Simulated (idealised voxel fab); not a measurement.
process module | voxel self aligned vias
cross-section cut | 275 nm wide | cells 5 nm
A cross-section is a grid of square cells, given in bands from the top down. A band is one or more rows of cells.
Each band's line starts with the height of the band's top and of its bottom, in nm. Then come its materials from left to right, each with its width in nm. One material with "throughout" fills the band from edge to edge. "air" is empty space.
Height 0 is the level under which the wafer as received is all one material. The lowest band goes on downwards, as in "0 down".
A width such as "30 to 40" changes by the same amount from each row of cells to the next, from the band's top row to its bottom row.
"no change" after a step means that no cell of the cross-section changed.
closed voids: empty space of 8 cells or more with no open way to the top, each as width x height at its distance from the left edge, in nm
after a step's settings: what the simulator itself notes on the step
overlay nm, on a step with a mask: how far to the right of its planned place the mask lay; to the left if negative
plan
1 op RECEIVE | material Si
2 op CONFORMAL_DEP | material SiO2 | thk nm 15
3 op CONFORMAL_DEP | material SiCN | thk nm 5
4 op DIRECTIONAL_DEP | material SiO2 | thk nm 25
5 op DIRECTIONAL_DEP | material aC | thk nm 15
6 op PATTERN | tone open | mask id LINES | material resist | width nm 30 | pitch nm 70 | thk nm 30 | overlay nm 0
7 op DIRECTIONAL_ETCH | etch materials aC | depth nm 15
8 op STRIP | etch materials resist
9 op DIRECTIONAL_ETCH | etch materials SiO2 | depth nm 25
10 op STRIP | etch materials aC
11 op CONFORMAL_DEP | material TiN | thk nm 5
12 op FILL_DEP | material W | thk nm 5
13 op CMP | height nm 45
14 op SELECTIVE_ETCH | etch materials W Ru TiN | depth nm 10
15 op FILL_DEP | material SiN | thk nm 10
16 op CMP | height nm 45
17 op DIRECTIONAL_DEP | material SiO2 | thk nm 15
18 op PATTERN | tone open | mask id VIAS | material resist | width nm 40 | pitch nm 70 | thk nm 15 | overlay nm 0
19 op DIRECTIONAL_ETCH | etch materials SiO2 | depth nm 15
20 op DIRECTIONAL_ETCH | etch materials SiN | depth nm 10
21 op STRIP | etch materials resist
22 op CONFORMAL_DEP | material TiN | thk nm 5
23 op FILL_DEP | material Cu | thk nm 10
24 op CMP | height nm 60
25 op CONFORMAL_DEP | material SiCN | thk nm 5
as received, after step 1
  0 down: Si throughout
  closed voids: none
a wafer at the end: this start, this plan, one mistake
  65 to 60: SiCN throughout
  60 to 40: SiO2 80 | TiN 5 | Cu 30 | TiN 5 | SiO2 30 | TiN 5 | Cu 30 | TiN 5 | SiO2 85
  40 to 35: SiO2 80 | TiN 40 | SiO2 30 | TiN 40 | SiO2 85
  35 to 25: SiO2 80 to 85 | TiN 10 to 5 | W 20 | TiN 10 to 5 | SiO2 30 to 40 | TiN 10 to 5 | W 20 | TiN 10 to 5 | SiO2 85 to 90
  25 to 20: SiO2 85 | TiN 30 | SiO2 40 | TiN 30 | SiO2 90
  20 to 15: SiCN throughout
  15 to 0: SiO2 throughout
  0 down: Si throughout
  closed voids: none
what went wrong: step 19 was run twice
